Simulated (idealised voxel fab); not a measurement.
process module | voxel gate over fins
cross-section cut | 210 nm wide | cells 5 nm
A cross-section is a grid of square cells, given in bands from the top down. A band is one or more rows of cells.
Each band's line starts with the height of the band's top and of its bottom, in nm. Then come its materials from left to right, each with its width in nm. One material with "throughout" fills the band from edge to edge. "air" is empty space.
Height 0 is the level under which the wafer as received is all one material. The lowest band goes on downwards, as in "0 down".
A width such as "30 to 40" changes by the same amount from each row of cells to the next, from the band's top row to its bottom row.
"no change" after a step means that no cell of the cross-section changed.
closed voids: empty space of 8 cells or more with no open way to the top, each as width x height at its distance from the left edge, in nm
after a step's settings: what the simulator itself notes on the step
overlay nm, on a step with a mask: how far to the right of its planned place the mask lay; to the left if negative
plan
1 op RECEIVE | material Si
2 op CONFORMAL_DEP | material SiN | thk nm 10
3 op DIRECTIONAL_DEP | material aC | thk nm 15
4 op PATTERN | tone cover | mask id FINS | material resist | width nm 15 | pitch nm 45 | thk nm 35 | overlay nm 0
5 op DIRECTIONAL_ETCH | etch materials aC | depth nm 15
6 op STRIP | etch materials resist
7 op DIRECTIONAL_ETCH | etch materials SiN | depth nm 10
8 op DIRECTIONAL_ETCH | etch materials Si | depth nm 35
9 op STRIP | etch materials aC
10 op FILL_DEP | material SiO2 | thk nm 15
11 op CMP | height nm 10
12 op SELECTIVE_ETCH | etch materials SiO2 | depth nm 25
13 op STRIP | etch materials SiN
14 op CONFORMAL_DEP | material HfO2 | thk nm 5
15 op CONFORMAL_DEP | material TiN | thk nm 5
16 op CONFORMAL_DEP | material TiAl | thk nm 5
17 op CONFORMAL_DEP | material TiN | thk nm 5
18 op FILL_DEP | material W | thk nm 10
19 op CMP | height nm 25
20 op CONFORMAL_DEP | material SiCN | thk nm 5
first wafer, as planned
as received, after step 1
  0 down: Si throughout
  closed voids: none
after step 2
  10 to 0: SiN throughout
  below 0: unchanged
after step 3
  25 to 10: aC throughout
  below 10: unchanged
after step 4
  60 to 25: air 50 | resist 15 | air 30 | resist 15 | air 30 | resist 15 | air 55
  below 25: unchanged
after step 5
  45 to 25: air 50 | resist 15 | air 30 | resist 15 | air 30 | resist 15 | air 55
  25 to 10: air 50 | aC 15 | air 30 | aC 15 | air 30 | aC 15 | air 55
  below 10: unchanged
after step 6
  25 to 10: air 50 | aC 15 | air 30 | aC 15 | air 30 | aC 15 | air 55
  below 10: unchanged
after step 7
  25 to 10: air 50 | aC 15 | air 30 | aC 15 | air 30 | aC 15 | air 55
  10 to 0: air 50 | SiN 15 | air 30 | SiN 15 | air 30 | SiN 15 | air 55
  below 0: unchanged
after step 8
  25 to 10: air 50 | aC 15 | air 30 | aC 15 | air 30 | aC 15 | air 55
  10 to 0: air 50 | SiN 15 | air 30 | SiN 15 | air 30 | SiN 15 | air 55
  0 to -35: air 50 | Si 15 | air 30 | Si 15 | air 30 | Si 15 | air 55
  below -35: unchanged
after step 9
  10 to 0: air 50 | SiN 15 | air 30 | SiN 15 | air 30 | SiN 15 | air 55
  below 0: unchanged
after step 10
  25 to 10: SiO2 throughout
  10 to 0: SiO2 50 | SiN 15 | SiO2 30 | SiN 15 | SiO2 30 | SiN 15 | SiO2 55
  0 to -35: SiO2 50 | Si 15 | SiO2 30 | Si 15 | SiO2 30 | Si 15 | SiO2 55
  below -35: unchanged
after step 11
  10 to 0: SiO2 50 | SiN 15 | SiO2 30 | SiN 15 | SiO2 30 | SiN 15 | SiO2 55
  below 0: unchanged
after step 12
  10 to 0: air 50 | SiN 15 | air 30 | SiN 15 | air 30 | SiN 15 | air 55
  0 to -15: air 50 | Si 15 | air 30 | Si 15 | air 30 | Si 15 | air 55
  below -15: unchanged
after step 13
  0 to -15: air 50 | Si 15 | air 30 | Si 15 | air 30 | Si 15 | air 55
  below -15: unchanged
after step 14
  5 to 0: air 45 | HfO2 25 | air 20 | HfO2 25 | air 20 | HfO2 25 | air 50
  0 to -10: air 45 | HfO2 5 | Si 15 | HfO2 5 | air 20 | HfO2 5 | Si 15 | HfO2 5 | air 20 | HfO2 5 | Si 15 | HfO2 5 | air 50
  -10 to -15: HfO2 50 | Si 15 | HfO2 30 | Si 15 | HfO2 30 | Si 15 | HfO2 55
  below -15: unchanged
after step 15
  10 to 5: air 40 | TiN 35 | air 10 | TiN 35 | air 10 | TiN 35 | air 45
  5 to 0: air 40 | TiN 5 | HfO2 25 | TiN 5 | air 10 | TiN 5 | HfO2 25 | TiN 5 | air 10 | TiN 5 | HfO2 25 | TiN 5 | air 45
  0 to -5: air 40 | TiN 5 | HfO2 5 | Si 15 | HfO2 5 | TiN 5 | air 10 | TiN 5 | HfO2 5 | Si 15 | HfO2 5 | TiN 5 | air 10 | TiN 5 | HfO2 5 | Si 15 | HfO2 5 | TiN 5 | air 45
  -5 to -10: TiN 45 | HfO2 5 | Si 15 | HfO2 5 | TiN 20 | HfO2 5 | Si 15 | HfO2 5 | TiN 20 | HfO2 5 | Si 15 | HfO2 5 | TiN 50
  below -10: unchanged
after step 16
  15 to 10: air 35 | TiAl 135 | air 40
  10 to 5: air 35 | TiAl 5 | TiN 35 | TiAl 10 | TiN 35 | TiAl 10 | TiN 35 | TiAl 5 | air 40
  5 to 0: air 35 | TiAl 5 | TiN 5 | HfO2 25 | TiN 5 | TiAl 10 | TiN 5 | HfO2 25 | TiN 5 | TiAl 10 | TiN 5 | HfO2 25 | TiN 5 | TiAl 5 | air 40
  0 to -5: TiAl 40 | TiN 5 | HfO2 5 | Si 15 | HfO2 5 | TiN 5 | TiAl 10 | TiN 5 | HfO2 5 | Si 15 | HfO2 5 | TiN 5 | TiAl 10 | TiN 5 | HfO2 5 | Si 15 | HfO2 5 | TiN 5 | TiAl 45
  below -5: unchanged
after step 17
  20 to 15: air 30 | TiN 145 | air 35
  15 to 10: air 30 | TiN 5 | TiAl 135 | TiN 5 | air 35
  10 to 5: air 30 | TiN 5 | TiAl 5 | TiN 35 | TiAl 10 | TiN 35 | TiAl 10 | TiN 35 | TiAl 5 | TiN 5 | air 35
  5 to 0: TiN 35 | TiAl 5 | TiN 5 | HfO2 25 | TiN 5 | TiAl 10 | TiN 5 | HfO2 25 | TiN 5 | TiAl 10 | TiN 5 | HfO2 25 | TiN 5 | TiAl 5 | TiN 40
  below 0: unchanged
after step 18
  30 to 20: W throughout
  20 to 15: W 30 | TiN 145 | W 35
  15 to 10: W 30 | TiN 5 | TiAl 135 | TiN 5 | W 35
  10 to 5: W 30 | TiN 5 | TiAl 5 | TiN 35 | TiAl 10 | TiN 35 | TiAl 10 | TiN 35 | TiAl 5 | TiN 5 | W 35
  below 5: unchanged
after step 19
  25 to 20: W throughout
  below 20: unchanged
after step 20
  30 to 25: SiCN throughout
  below 25: unchanged
second wafer: like start, like plan, one mistake. Through step 3 it matches the first wafer
when step 4 should have ended
  60 to 25: air 45 | resist 25 | air 20 | resist 25 | air 20 | resist 25 | air 50
  below 25: unchanged
when step 5 should have ended
  45 to 25: air 45 | resist 25 | air 20 | resist 25 | air 20 | resist 25 | air 50
  25 to 10: air 45 | aC 25 | air 20 | aC 25 | air 20 | aC 25 | air 50
  below 10: unchanged
when step 6 should have ended
  25 to 10: air 45 | aC 25 | air 20 | aC 25 | air 20 | aC 25 | air 50
  below 10: unchanged
when step 7 should have ended
  25 to 10: air 45 | aC 25 | air 20 | aC 25 | air 20 | aC 25 | air 50
  10 to 0: air 45 | SiN 25 | air 20 | SiN 25 | air 20 | SiN 25 | air 50
  below 0: unchanged
when step 8 should have ended
  25 to 10: air 45 | aC 25 | air 20 | aC 25 | air 20 | aC 25 | air 50
  10 to 0: air 45 | SiN 25 | air 20 | SiN 25 | air 20 | SiN 25 | air 50
  0 to -35: air 45 | Si 25 | air 20 | Si 25 | air 20 | Si 25 | air 50
  below -35: unchanged
when step 9 should have ended
  10 to 0: air 45 | SiN 25 | air 20 | SiN 25 | air 20 | SiN 25 | air 50
  below 0: unchanged
when step 10 should have ended
  25 to 10: SiO2 throughout
  10 to 0: SiO2 45 | SiN 25 | SiO2 20 | SiN 25 | SiO2 20 | SiN 25 | SiO2 50
  0 to -35: SiO2 45 | Si 25 | SiO2 20 | Si 25 | SiO2 20 | Si 25 | SiO2 50
  below -35: unchanged
when step 11 should have ended
  10 to 0: SiO2 45 | SiN 25 | SiO2 20 | SiN 25 | SiO2 20 | SiN 25 | SiO2 50
  below 0: unchanged
when step 12 should have ended
  10 to 0: air 45 | SiN 25 | air 20 | SiN 25 | air 20 | SiN 25 | air 50
  0 to -15: air 45 | Si 25 | air 20 | Si 25 | air 20 | Si 25 | air 50
  below -15: unchanged
when step 13 should have ended
  0 to -15: air 45 | Si 25 | air 20 | Si 25 | air 20 | Si 25 | air 50
  below -15: unchanged
when step 14 should have ended
  5 to 0: air 40 | HfO2 35 | air 10 | HfO2 35 | air 10 | HfO2 35 | air 45
  0 to -10: air 40 | HfO2 5 | Si 25 | HfO2 5 | air 10 | HfO2 5 | Si 25 | HfO2 5 | air 10 | HfO2 5 | Si 25 | HfO2 5 | air 45
  -10 to -15: HfO2 45 | Si 25 | HfO2 20 | Si 25 | HfO2 20 | Si 25 | HfO2 50
  below -15: unchanged
when step 15 should have ended
  10 to 5: air 35 | TiN 135 | air 40
  5 to 0: air 35 | TiN 5 | HfO2 35 | TiN 10 | HfO2 35 | TiN 10 | HfO2 35 | TiN 5 | air 40
  0 to -5: air 35 | TiN 5 | HfO2 5 | Si 25 | HfO2 5 | TiN 10 | HfO2 5 | Si 25 | HfO2 5 | TiN 10 | HfO2 5 | Si 25 | HfO2 5 | TiN 5 | air 40
  -5 to -10: TiN 40 | HfO2 5 | Si 25 | HfO2 5 | TiN 10 | HfO2 5 | Si 25 | HfO2 5 | TiN 10 | HfO2 5 | Si 25 | HfO2 5 | TiN 45
  below -10: unchanged
when step 16 should have ended
  15 to 10: air 30 | TiAl 145 | air 35
  10 to 5: air 30 | TiAl 5 | TiN 135 | TiAl 5 | air 35
  5 to 0: air 30 | TiAl 5 | TiN 5 | HfO2 35 | TiN 10 | HfO2 35 | TiN 10 | HfO2 35 | TiN 5 | TiAl 5 | air 35
  0 to -5: TiAl 35 | TiN 5 | HfO2 5 | Si 25 | HfO2 5 | TiN 10 | HfO2 5 | Si 25 | HfO2 5 | TiN 10 | HfO2 5 | Si 25 | HfO2 5 | TiN 5 | TiAl 40
  below -5: unchanged
when step 17 should have ended
  20 to 15: air 25 | TiN 155 | air 30
  15 to 10: air 25 | TiN 5 | TiAl 145 | TiN 5 | air 30
  10 to 5: air 25 | TiN 5 | TiAl 5 | TiN 135 | TiAl 5 | TiN 5 | air 30
  5 to 0: TiN 30 | TiAl 5 | TiN 5 | HfO2 35 | TiN 10 | HfO2 35 | TiN 10 | HfO2 35 | TiN 5 | TiAl 5 | TiN 35
  below 0: unchanged
when step 18 should have ended
  30 to 20: W throughout
  20 to 15: W 25 | TiN 155 | W 30
  15 to 10: W 25 | TiN 5 | TiAl 145 | TiN 5 | W 30
  10 to 5: W 25 | TiN 5 | TiAl 5 | TiN 135 | TiAl 5 | TiN 5 | W 30
  below 5: unchanged
when step 19 should have ended
  25 to 20: W throughout
  below 20: unchanged
when step 20 should have ended
  30 to 25: SiCN throughout
  below 25: unchanged
what went wrong: step 4 ran as: op PATTERN | tone cover | mask id FINS | material resist | width nm 25 | pitch nm 45 | thk nm 35 | overlay nm 0
at the end the second wafer has, in cells: 42 more of Si | 24 fewer of SiO2 | 12 fewer of TiAl | 6 fewer of W
